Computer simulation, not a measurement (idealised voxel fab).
voxel self aligned contacts: a process module
The cross-section shown here is cut; it is 270 nm wide and divided into square cells measuring 5 nm on a side.
Heads up, the way a cross-section reads in here is a grid of square cells, handed over as bands from the top down, with every band being one or more rows of cells. For a band, the entry starts with two heights in nm, that of the top and then that of the bottom, and carries on with the band's materials in order from left to right, each alongside its width in nm; the word "edge to edge" beside a single material means it fills the band edge to edge, and "empty" means empty space. The level at which height equals 0 is the one under which the wafer, as it arrives, is entirely one material. No lower edge exists for the bottom band, which continues downward and is notated as in "0 -> down". The notation "30 to 40" denotes a width that varies across the rows of cells in the band, beginning at the first number in the top row, finishing at the second number in the bottom row, and changing by an identical amount from each row to the next. Key: "remains unaltered" - step with no changed cell in the cross-section. In the "Enclosed void listing" entry, you get each enclosed empty space of 8 cells or more, one with no open way to the top, written width x height at distance, distance from the left edge, in nm. after a step's settings: what the simulator itself notes on the step. If you see "overlay nm" on a step's line and that step has a mask, it's telling you how far right of where it was planned the mask ended up; a negative number means it went left instead.

[So here's the lineup of process steps we planned]
1. RECEIVE (material Si)
2. CONFORMAL_DEP (material SiO2; thk nm 5)
3. DIRECTIONAL_DEP (material polySi; thk nm 30)
4. DIRECTIONAL_DEP (material SiN; thk nm 15)
5. MASKED_ETCH (tone cover; mask id GATE; width nm 25; pitch nm 55; etch materials SiN; depth nm 15; overlay nm 0)
6. MASKED_ETCH (tone cover; mask id GATE; width nm 25; pitch nm 55; etch materials polySi; depth nm 30; overlay nm 0)
7. CONFORMAL_DEP (material SiN; thk nm 5)
8. DIRECTIONAL_ETCH (etch materials SiN; depth nm 5)
9. FILL_DEP (material SiO2; thk nm 10)
10. CMP (height nm 55)
11. DIRECTIONAL_DEP (material aC; thk nm 15)
12. PATTERN (tone open; mask id CONTACT; material resist; width nm 40; thk nm 30; overlay nm 0)
13. DIRECTIONAL_ETCH (etch materials aC; depth nm 15)
14. STRIP (etch materials resist)
15. DIRECTIONAL_ETCH (etch materials SiO2; depth nm 55)
16. STRIP (etch materials aC)
17. CONFORMAL_DEP (material TiN; thk nm 5)
18. FILL_DEP (material W; thk nm 10)
19. CMP (height nm 55)
20. CONFORMAL_DEP (material SiN; thk nm 5)

[First out of two wafers; run went to plan]

[Cross-section: wafer on arrival = after step 1]
0 -> down | Si edge to edge
Enclosed void listing: none

[Once step 2 is through, the wafer looks like this in cross-section]
5 -> 0 | SiO2 edge to edge
At heights below 0, the structure remains unaltered.

[Once step 3 is through, the wafer looks like this in cross-section]
35 -> 5 | polySi edge to edge
At heights below 5, the structure remains unaltered.

[Once step 4 is through, the wafer looks like this in cross-section]
50 -> 35 | SiN edge to edge
At heights below 35, the structure remains unaltered.

[Once step 5 is through, the wafer looks like this in cross-section]
50 -> 35 | empty: 95; SiN: 25; empty: 30; SiN: 25; empty: 95
At heights below 35, the structure remains unaltered.

[Once step 6 is through, the wafer looks like this in cross-section]
50 -> 35 | empty: 95; SiN: 25; empty: 30; SiN: 25; empty: 95
35 -> 5 | empty: 95; polySi: 25; empty: 30; polySi: 25; empty: 95
At heights below 5, the structure remains unaltered.

[Once step 7 is through, the wafer looks like this in cross-section]
55 -> 35 | empty: 90; SiN: 35; empty: 20; SiN: 35; empty: 90
35 -> 10 | empty: 90; SiN: 5; polySi: 25; SiN: 5; empty: 20; SiN: 5; polySi: 25; SiN: 5; empty: 90
10 -> 5 | SiN: 95; polySi: 25; SiN: 30; polySi: 25; SiN: 95
At heights below 5, the structure remains unaltered.

[Once step 8 is through, the wafer looks like this in cross-section]
50 -> 35 | empty: 90; SiN: 35; empty: 20; SiN: 35; empty: 90
35 -> 5 | empty: 90; SiN: 5; polySi: 25; SiN: 5; empty: 20; SiN: 5; polySi: 25; SiN: 5; empty: 90
At heights below 5, the structure remains unaltered.

[Once step 9 is through, the wafer looks like this in cross-section]
60 -> 50 | SiO2 edge to edge
50 -> 35 | SiO2: 90; SiN: 35; SiO2: 20; SiN: 35; SiO2: 90
35 -> 5 | SiO2: 90; SiN: 5; polySi: 25; SiN: 5; SiO2: 20; SiN: 5; polySi: 25; SiN: 5; SiO2: 90
At heights below 5, the structure remains unaltered.

[Once step 10 is through, the wafer looks like this in cross-section]
55 -> 50 | SiO2 edge to edge
At heights below 50, the structure remains unaltered.

[Once step 11 is through, the wafer looks like this in cross-section]
70 -> 55 | aC edge to edge
At heights below 55, the structure remains unaltered.

[Once step 12 is through, the wafer looks like this in cross-section]
100 -> 70 | resist: 115; empty: 40; resist: 115
At heights below 70, the structure remains unaltered.

[Once step 13 is through, the wafer looks like this in cross-section]
85 -> 70 | resist: 115; empty: 40; resist: 115
70 -> 55 | aC: 115; empty: 40; aC: 115
At heights below 55, the structure remains unaltered.

[Once step 14 is through, the wafer looks like this in cross-section]
70 -> 55 | aC: 115; empty: 40; aC: 115
At heights below 55, the structure remains unaltered.

[Once step 15 is through, the wafer looks like this in cross-section]
70 -> 55 | aC: 115; empty: 40; aC: 115
55 -> 50 | SiO2: 115; empty: 40; SiO2: 115
50 -> 35 | SiO2: 90; SiN: 35; empty: 20; SiN: 35; SiO2: 90
35 -> 5 | SiO2: 90; SiN: 5; polySi: 25; SiN: 5; empty: 20; SiN: 5; polySi: 25; SiN: 5; SiO2: 90
5 -> 0 | SiO2: 125; empty: 20; SiO2: 125
At heights below 0, the structure remains unaltered.

[Once step 16 is through, the wafer looks like this in cross-section]
55 -> 50 | SiO2: 115; empty: 40; SiO2: 115
At heights below 50, the structure remains unaltered.

[Once step 17 is through, the wafer looks like this in cross-section]
60 -> 55 | TiN: 120; empty: 30; TiN: 120
55 -> 50 | SiO2: 115; TiN: 15; empty: 10; TiN: 15; SiO2: 115
50 -> 35 | SiO2: 90; SiN: 35; TiN: 5; empty: 10; TiN: 5; SiN: 35; SiO2: 90
35 -> 5 | SiO2: 90; SiN: 5; polySi: 25; SiN: 5; TiN: 5; empty: 10; TiN: 5; SiN: 5; polySi: 25; SiN: 5; SiO2: 90
5 -> 0 | SiO2: 125; TiN: 20; SiO2: 125
At heights below 0, the structure remains unaltered.

[Once step 18 is through, the wafer looks like this in cross-section]
70 -> 60 | W edge to edge
60 -> 55 | TiN: 120; W: 30; TiN: 120
55 -> 50 | SiO2: 115; TiN: 15; W: 10; TiN: 15; SiO2: 115
50 -> 35 | SiO2: 90; SiN: 35; TiN: 5; W: 10; TiN: 5; SiN: 35; SiO2: 90
35 -> 5 | SiO2: 90; SiN: 5; polySi: 25; SiN: 5; TiN: 5; W: 10; TiN: 5; SiN: 5; polySi: 25; SiN: 5; SiO2: 90
At heights below 5, the structure remains unaltered.

[Once step 19 is through, the wafer looks like this in cross-section]
55 -> 50 | SiO2: 115; TiN: 15; W: 10; TiN: 15; SiO2: 115
At heights below 50, the structure remains unaltered.

[Once step 20 is through, the wafer looks like this in cross-section]
60 -> 55 | SiN edge to edge
At heights below 55, the structure remains unaltered.

[Regarding the second of the two wafers: it shared the first wafer's starting condition and process plan, yet one error occurred during its execution. Its history coincides with that of the first wafer up to and including step 4]

[Look at the second wafer in cross-section at the time step 5 ought to have finished]
50 -> 35 | SiN: 95; empty: 25; SiN: 30; empty: 25; SiN: 95
At heights below 35, the structure remains unaltered.

Look at the second wafer in cross-section at the time step 6 ought to have finished: remains unaltered

[Look at the second wafer in cross-section at the time step 7 ought to have finished]
55 -> 40 | SiN: 100; empty: 15; SiN: 40; empty: 15; SiN: 100
40 -> 35 | SiN edge to edge
At heights below 35, the structure remains unaltered.

[Look at the second wafer in cross-section at the time step 8 ought to have finished]
50 -> 35 | SiN: 100; empty: 15; SiN: 40; empty: 15; SiN: 100
At heights below 35, the structure remains unaltered.

[Look at the second wafer in cross-section at the time step 9 ought to have finished]
60 -> 50 | SiO2 edge to edge
50 -> 35 | SiN: 100; SiO2: 15; SiN: 40; SiO2: 15; SiN: 100
At heights below 35, the structure remains unaltered.

[Look at the second wafer in cross-section at the time step 10 ought to have finished]
55 -> 50 | SiO2 edge to edge
At heights below 50, the structure remains unaltered.

[Look at the second wafer in cross-section at the time step 11 ought to have finished]
70 -> 55 | aC edge to edge
At heights below 55, the structure remains unaltered.

[Look at the second wafer in cross-section at the time step 12 ought to have finished]
100 -> 70 | resist: 115; empty: 40; resist: 115
At heights below 70, the structure remains unaltered.

[Look at the second wafer in cross-section at the time step 13 ought to have finished]
85 -> 70 | resist: 115; empty: 40; resist: 115
70 -> 55 | aC: 115; empty: 40; aC: 115
At heights below 55, the structure remains unaltered.

[Look at the second wafer in cross-section at the time step 14 ought to have finished]
70 -> 55 | aC: 115; empty: 40; aC: 115
At heights below 55, the structure remains unaltered.

[Look at the second wafer in cross-section at the time step 15 ought to have finished]
70 -> 55 | aC: 115; empty: 40; aC: 115
55 -> 50 | SiO2: 115; empty: 40; SiO2: 115
At heights below 50, the structure remains unaltered.

[Look at the second wafer in cross-section at the time step 16 ought to have finished]
55 -> 50 | SiO2: 115; empty: 40; SiO2: 115
At heights below 50, the structure remains unaltered.

[Look at the second wafer in cross-section at the time step 17 ought to have finished]
60 -> 55 | TiN: 120; empty: 30; TiN: 120
55 -> 50 | SiO2: 115; TiN: 40; SiO2: 115
At heights below 50, the structure remains unaltered.

[Look at the second wafer in cross-section at the time step 18 ought to have finished]
70 -> 60 | W edge to edge
60 -> 55 | TiN: 120; W: 30; TiN: 120
At heights below 55, the structure remains unaltered.

[Look at the second wafer in cross-section at the time step 19 ought to have finished]
55 -> 50 | SiO2: 115; TiN: 40; SiO2: 115
At heights below 50, the structure remains unaltered.

[Look at the second wafer in cross-section at the time step 20 ought to have finished]
60 -> 55 | SiN edge to edge
At heights below 55, the structure remains unaltered.
what went wrong: step 5 was run on a setting that differed from the plan, and what really ran there is MASKED_ETCH (tone open; mask id GATE; width nm 25; pitch nm 55; etch materials SiN; depth nm 15; overlay nm 0)
At the finish, the second wafer shows more or fewer cells for some materials than the first does: +78 SiN | -302 SiO2 | -20 TiN | -20 W | +264 polySi
